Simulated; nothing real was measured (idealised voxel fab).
This section sets out a process module, namely voxel gate over fins.
Displayed cross-section: cut, width of 140 nm, square cells sized 5 nm.
Cross-section, as written here: a square-cell grid given band by band from the top down, where a band holds one or more rows of cells. It is stipulated that each band's entry specify, in nanometres, the height of the top of the band and then that of its bottom, followed by the materials of the band in left-to-right sequence, each together with its width in nanometres. A single material marked by the word "all across" is understood to fill the band from edge to edge; the word "empty" is understood to denote empty space. Ref level 0: as-received wafer is one material below here. Bottom band extends down with no lower bound ("top 0, no bottom"). The notation "30->40" denotes a width that varies across the rows of cells in the band, beginning at the first number in the top row, finishing at the second number in the bottom row, and changing by an identical amount from each row to the next. Step note "remained unchanged" = no cross-section cell changed. The list in "Trapped void list" covers empty spaces of 8 cells or more that cannot reach the top through any open way, and it gives each as width x height at distance; the distance is from the left edge, and width, height and distance are in nm. What comes after the settings on a step's line is commentary from the simulator itself on that step. The setting "overlay nm" may be written on the line of a step. When the step uses a mask, the value reports how far to the right of the planned place the mask lay, and a negative value reports that it lay to the left.
Process steps (planned)
step 1: op RECEIVE | material Si
step 2: op CONFORMAL_DEP | material SiN | thk nm 10
step 3: op DIRECTIONAL_DEP | material aC | thk nm 10
step 4: op PATTERN | tone cover | mask id FINS | material resist | width nm 15 | pitch nm 55 | thk nm 25 | overlay nm 0
step 5: op DIRECTIONAL_ETCH | etch materials aC | depth nm 10
step 6: op STRIP | etch materials resist
step 7: op DIRECTIONAL_ETCH | etch materials SiN | depth nm 10
step 8: op DIRECTIONAL_ETCH | etch materials Si | depth nm 35
step 9: op STRIP | etch materials aC
step 10: op OXIDIZE | depth nm 5
step 11: op FILL_DEP | material SiO2 | thk nm 10
step 12: op CMP | height nm 10
step 13: op DIRECTIONAL_DEP | material aC | thk nm 15
step 14: op PATTERN | tone open | mask id RAIL | material resist | width nm 15 | thk nm 30 | overlay nm 0
step 15: op DIRECTIONAL_ETCH | etch materials aC | depth nm 15
step 16: op STRIP | etch materials resist
step 17: op DIRECTIONAL_ETCH | etch materials SiO2 | depth nm 40
step 18: op STRIP | etch materials aC
step 19: op CONFORMAL_DEP | material TiN | thk nm 5
step 20: op FILL_DEP | material Ru | thk nm 10
step 21: op CMP | height nm 10
step 22: op SELECTIVE_ETCH | etch materials W Ru TiN | depth nm 25
step 23: op FILL_DEP | material SiO2 | thk nm 5
step 24: op CMP | height nm 10
step 25: op SELECTIVE_ETCH | etch materials SiO2 | depth nm 20
step 26: op STRIP | etch materials SiN
step 27: op CONFORMAL_DEP | material HfO2 | thk nm 5
step 28: op CONFORMAL_DEP | material TiN | thk nm 5
step 29: op CONFORMAL_DEP | material TiAl | thk nm 5
step 30: op CONFORMAL_DEP | material TiN | thk nm 5
step 31: op FILL_DEP | material W | thk nm 15
step 32: op CMP | height nm 30
step 33: op CONFORMAL_DEP | material SiCN | thk nm 10
First wafer, two in total, run as planned
Delivered wafer in cross-section: state after step 1
> top 0, no bottom: Si all across
> Trapped void list: none
The following cross-section depicts the wafer upon completion of step 2
> top 10, bottom 0: SiN all across
> Below 0 it's all the same as before, nothing changed down there.
The following cross-section depicts the wafer upon completion of step 3
> top 20, bottom 10: aC all across
> Below 10 it's all the same as before, nothing changed down there.
The following cross-section depicts the wafer upon completion of step 4
> top 45, bottom 20: 35 nm empty, then 15 nm resist, then 40 nm empty, then 15 nm resist, then 35 nm empty
> Below 20 it's all the same as before, nothing changed down there.
The following cross-section depicts the wafer upon completion of step 5
> top 35, bottom 20: 35 nm empty, then 15 nm resist, then 40 nm empty, then 15 nm resist, then 35 nm empty
> top 20, bottom 10: 35 nm empty, then 15 nm aC, then 40 nm empty, then 15 nm aC, then 35 nm empty
> Below 10 it's all the same as before, nothing changed down there.
The following cross-section depicts the wafer upon completion of step 6
> top 20, bottom 10: 35 nm empty, then 15 nm aC, then 40 nm empty, then 15 nm aC, then 35 nm empty
> Below 10 it's all the same as before, nothing changed down there.
The following cross-section depicts the wafer upon completion of step 7
> top 20, bottom 10: 35 nm empty, then 15 nm aC, then 40 nm empty, then 15 nm aC, then 35 nm empty
> top 10, bottom 0: 35 nm empty, then 15 nm SiN, then 40 nm empty, then 15 nm SiN, then 35 nm empty
> Below 0 it's all the same as before, nothing changed down there.
The following cross-section depicts the wafer upon completion of step 8
> top 20, bottom 10: 35 nm empty, then 15 nm aC, then 40 nm empty, then 15 nm aC, then 35 nm empty
> top 10, bottom 0: 35 nm empty, then 15 nm SiN, then 40 nm empty, then 15 nm SiN, then 35 nm empty
> top 0, bottom -35: 35 nm empty, then 15 nm Si, then 40 nm empty, then 15 nm Si, then 35 nm empty
> Below -35 it's all the same as before, nothing changed down there.
The following cross-section depicts the wafer upon completion of step 9
> top 10, bottom 0: 35 nm empty, then 15 nm SiN, then 40 nm empty, then 15 nm SiN, then 35 nm empty
> Below 0 it's all the same as before, nothing changed down there.
The following cross-section depicts the wafer upon completion of step 10
> top 10, bottom 0: 35 nm empty, then 15 nm SiN, then 40 nm empty, then 15 nm SiN, then 35 nm empty
> top 0, bottom -35: 35 nm empty, then 5 nm SiO2, then 5 nm Si, then 5 nm SiO2, then 40 nm empty, then 5 nm SiO2, then 5 nm Si, then 5 nm SiO2, then 35 nm empty
> top -35, bottom -40: 40 nm SiO2, then 5 nm Si, then 50 nm SiO2, then 5 nm Si, then 40 nm SiO2
> Below -40 it's all the same as before, nothing changed down there.
The following cross-section depicts the wafer upon completion of step 11
> top 20, bottom 10: SiO2 all across
> top 10, bottom 0: 35 nm SiO2, then 15 nm SiN, then 40 nm SiO2, then 15 nm SiN, then 35 nm SiO2
> top 0, bottom -40: 40 nm SiO2, then 5 nm Si, then 50 nm SiO2, then 5 nm Si, then 40 nm SiO2
> Below -40 it's all the same as before, nothing changed down there.
The following cross-section depicts the wafer upon completion of step 12
> top 10, bottom 0: 35 nm SiO2, then 15 nm SiN, then 40 nm SiO2, then 15 nm SiN, then 35 nm SiO2
> Below 0 it's all the same as before, nothing changed down there.
The following cross-section depicts the wafer upon completion of step 13
> top 25, bottom 10: aC all across
> Below 10 it's all the same as before, nothing changed down there.
The following cross-section depicts the wafer upon completion of step 14
> top 55, bottom 25: 60 nm resist, then 15 nm empty, then 65 nm resist
> Below 25 it's all the same as before, nothing changed down there.
The following cross-section depicts the wafer upon completion of step 15
> top 40, bottom 25: 60 nm resist, then 15 nm empty, then 65 nm resist
> top 25, bottom 10: 60 nm aC, then 15 nm empty, then 65 nm aC
> Below 10 it's all the same as before, nothing changed down there.
The following cross-section depicts the wafer upon completion of step 16
> top 25, bottom 10: 60 nm aC, then 15 nm empty, then 65 nm aC
> Below 10 it's all the same as before, nothing changed down there.
The following cross-section depicts the wafer upon completion of step 17
> top 25, bottom 10: 60 nm aC, then 15 nm empty, then 65 nm aC
> top 10, bottom 0: 35 nm SiO2, then 15 nm SiN, then 10 nm SiO2, then 15 nm empty, then 15 nm SiO2, then 15 nm SiN, then 35 nm SiO2
> top 0, bottom -30: 40 nm SiO2, then 5 nm Si, then 15 nm SiO2, then 15 nm empty, then 20 nm SiO2, then 5 nm Si, then 40 nm SiO2
> Below -30 it's all the same as before, nothing changed down there.
The following cross-section depicts the wafer upon completion of step 18
> top 10, bottom 0: 35 nm SiO2, then 15 nm SiN, then 10 nm SiO2, then 15 nm empty, then 15 nm SiO2, then 15 nm SiN, then 35 nm SiO2
> Below 0 it's all the same as before, nothing changed down there.
The following cross-section depicts the wafer upon completion of step 19
> top 15, bottom 10: 65 nm TiN, then 5 nm empty, then 70 nm TiN
> top 10, bottom 0: 35 nm SiO2, then 15 nm SiN, then 10 nm SiO2, then 5 nm TiN, then 5 nm empty, then 5 nm TiN, then 15 nm SiO2, then 15 nm SiN, then 35 nm SiO2
> top 0, bottom -25: 40 nm SiO2, then 5 nm Si, then 15 nm SiO2, then 5 nm TiN, then 5 nm empty, then 5 nm TiN, then 20 nm SiO2, then 5 nm Si, then 40 nm SiO2
> top -25, bottom -30: 40 nm SiO2, then 5 nm Si, then 15 nm SiO2, then 15 nm TiN, then 20 nm SiO2, then 5 nm Si, then 40 nm SiO2
> Below -30 it's all the same as before, nothing changed down there.
The following cross-section depicts the wafer upon completion of step 20
> top 25, bottom 15: Ru all across
> top 15, bottom 10: 65 nm TiN, then 5 nm Ru, then 70 nm TiN
> top 10, bottom 0: 35 nm SiO2, then 15 nm SiN, then 10 nm SiO2, then 5 nm TiN, then 5 nm Ru, then 5 nm TiN, then 15 nm SiO2, then 15 nm SiN, then 35 nm SiO2
> top 0, bottom -25: 40 nm SiO2, then 5 nm Si, then 15 nm SiO2, then 5 nm TiN, then 5 nm Ru, then 5 nm TiN, then 20 nm SiO2, then 5 nm Si, then 40 nm SiO2
> Below -25 it's all the same as before, nothing changed down there.
The following cross-section depicts the wafer upon completion of step 21
> top 10, bottom 0: 35 nm SiO2, then 15 nm SiN, then 10 nm SiO2, then 5 nm TiN, then 5 nm Ru, then 5 nm TiN, then 15 nm SiO2, then 15 nm SiN, then 35 nm SiO2
> Below 0 it's all the same as before, nothing changed down there.
The following cross-section depicts the wafer upon completion of step 22
> top 10, bottom 0: 35 nm SiO2, then 15 nm SiN, then 10 nm SiO2, then 15 nm empty, then 15 nm SiO2, then 15 nm SiN, then 35 nm SiO2
> top 0, bottom -15: 40 nm SiO2, then 5 nm Si, then 15 nm SiO2, then 15 nm empty, then 20 nm SiO2, then 5 nm Si, then 40 nm SiO2
> Below -15 it's all the same as before, nothing changed down there.
The following cross-section depicts the wafer upon completion of step 23
> top 15, bottom 10: SiO2 all across
> top 10, bottom 0: 35 nm SiO2, then 15 nm SiN, then 40 nm SiO2, then 15 nm SiN, then 35 nm SiO2
> top 0, bottom -15: 40 nm SiO2, then 5 nm Si, then 50 nm SiO2, then 5 nm Si, then 40 nm SiO2
> Below -15 it's all the same as before, nothing changed down there.
The following cross-section depicts the wafer upon completion of step 24
> top 10, bottom 0: 35 nm SiO2, then 15 nm SiN, then 40 nm SiO2, then 15 nm SiN, then 35 nm SiO2
> Below 0 it's all the same as before, nothing changed down there.
The following cross-section depicts the wafer upon completion of step 25
> top 10, bottom 0: 35 nm empty, then 15 nm SiN, then 40 nm empty, then 15 nm SiN, then 35 nm empty
> top 0, bottom -10: 40 nm empty, then 5 nm Si, then 50 nm empty, then 5 nm Si, then 40 nm empty
> Below -10 it's all the same as before, nothing changed down there.
The following cross-section depicts the wafer upon completion of step 26
> top 0, bottom -10: 40 nm empty, then 5 nm Si, then 50 nm empty, then 5 nm Si, then 40 nm empty
> Below -10 it's all the same as before, nothing changed down there.
The following cross-section depicts the wafer upon completion of step 27
> top 5, bottom 0: 35 nm empty, then 15 nm HfO2, then 40 nm empty, then 15 nm HfO2, then 35 nm empty
> top 0, bottom -5: 35 nm empty, then 5 nm HfO2, then 5 nm Si, then 5 nm HfO2, then 40 nm empty, then 5 nm HfO2, then 5 nm Si, then 5 nm HfO2, then 35 nm empty
> top -5, bottom -10: 40 nm HfO2, then 5 nm Si, then 50 nm HfO2, then 5 nm Si, then 40 nm HfO2
> Below -10 it's all the same as before, nothing changed down there.
The following cross-section depicts the wafer upon completion of step 28
> top 10, bottom 5: 30 nm empty, then 25 nm TiN, then 30 nm empty, then 25 nm TiN, then 30 nm empty
> top 5, bottom 0: 30 nm empty, then 5 nm TiN, then 15 nm HfO2, then 5 nm TiN, then 30 nm empty, then 5 nm TiN, then 15 nm HfO2, then 5 nm TiN, then 30 nm empty
> top 0, bottom -5: 35 nm TiN, then 5 nm HfO2, then 5 nm Si, then 5 nm HfO2, then 40 nm TiN, then 5 nm HfO2, then 5 nm Si, then 5 nm HfO2, then 35 nm TiN
> Below -5 it's all the same as before, nothing changed down there.
The following cross-section depicts the wafer upon completion of step 29
> top 15, bottom 10: 25 nm empty, then 35 nm TiAl, then 20 nm empty, then 35 nm TiAl, then 25 nm empty
> top 10, bottom 5: 25 nm empty, then 5 nm TiAl, then 25 nm TiN, then 5 nm TiAl, then 20 nm empty, then 5 nm TiAl, then 25 nm TiN, then 5 nm TiAl, then 25 nm empty
> top 5, bottom 0: 30 nm TiAl, then 5 nm TiN, then 15 nm HfO2, then 5 nm TiN, then 30 nm TiAl, then 5 nm TiN, then 15 nm HfO2, then 5 nm TiN, then 30 nm TiAl
> Below 0 it's all the same as before, nothing changed down there.
The following cross-section depicts the wafer upon completion of step 30
> top 20, bottom 15: 20 nm empty, then 45 nm TiN, then 10 nm empty, then 45 nm TiN, then 20 nm empty
> top 15, bottom 10: 20 nm empty, then 5 nm TiN, then 35 nm TiAl, then 5 nm TiN, then 10 nm empty, then 5 nm TiN, then 35 nm TiAl, then 5 nm TiN, then 20 nm empty
> top 10, bottom 5: 25 nm TiN, then 5 nm TiAl, then 25 nm TiN, then 5 nm TiAl, then 20 nm TiN, then 5 nm TiAl, then 25 nm TiN, then 5 nm TiAl, then 25 nm TiN
> Below 5 it's all the same as before, nothing changed down there.
The following cross-section depicts the wafer upon completion of step 31
> top 35, bottom 20: W all across
> top 20, bottom 15: 20 nm W, then 45 nm TiN, then 10 nm W, then 45 nm TiN, then 20 nm W
> top 15, bottom 10: 20 nm W, then 5 nm TiN, then 35 nm TiAl, then 5 nm TiN, then 10 nm W, then 5 nm TiN, then 35 nm TiAl, then 5 nm TiN, then 20 nm W
> Below 10 it's all the same as before, nothing changed down there.
The following cross-section depicts the wafer upon completion of step 32
> top 30, bottom 20: W all across
> Below 20 it's all the same as before, nothing changed down there.
The following cross-section depicts the wafer upon completion of step 33
> top 40, bottom 30: SiCN all across
> Below 30 it's all the same as before, nothing changed down there.
What follows concerns the second wafer, which started out like the first and was meant to follow the very same plan; one mistake crept in when it was run, but everything up to and including step 30 is the same as for the first wafer
Second wafer cross-section, taken as of the time the plan sets for step 31 to be done
> top 35, bottom 20: SiCN all across
> top 20, bottom 15: 20 nm SiCN, then 45 nm TiN, then 10 nm SiCN, then 45 nm TiN, then 20 nm SiCN
> top 15, bottom 10: 20 nm SiCN, then 5 nm TiN, then 35 nm TiAl, then 5 nm TiN, then 10 nm SiCN, then 5 nm TiN, then 35 nm TiAl, then 5 nm TiN, then 20 nm SiCN
> Below 10 it's all the same as before, nothing changed down there.
Second wafer cross-section, taken as of the time the plan sets for step 32 to be done
> top 30, bottom 20: SiCN all across
> Below 20 it's all the same as before, nothing changed down there.
Second wafer cross-section, taken as of the time the plan sets for step 33 to be done
> top 40, bottom 20: SiCN all across
> Below 20 it's all the same as before, nothing changed down there.
What was the processing mistake? step 31 ran as: op FILL_DEP | material SiCN | thk nm 15
End check, counted in cells, second wafer has more or fewer of these materials than the first: +76 SiCN; -76 W
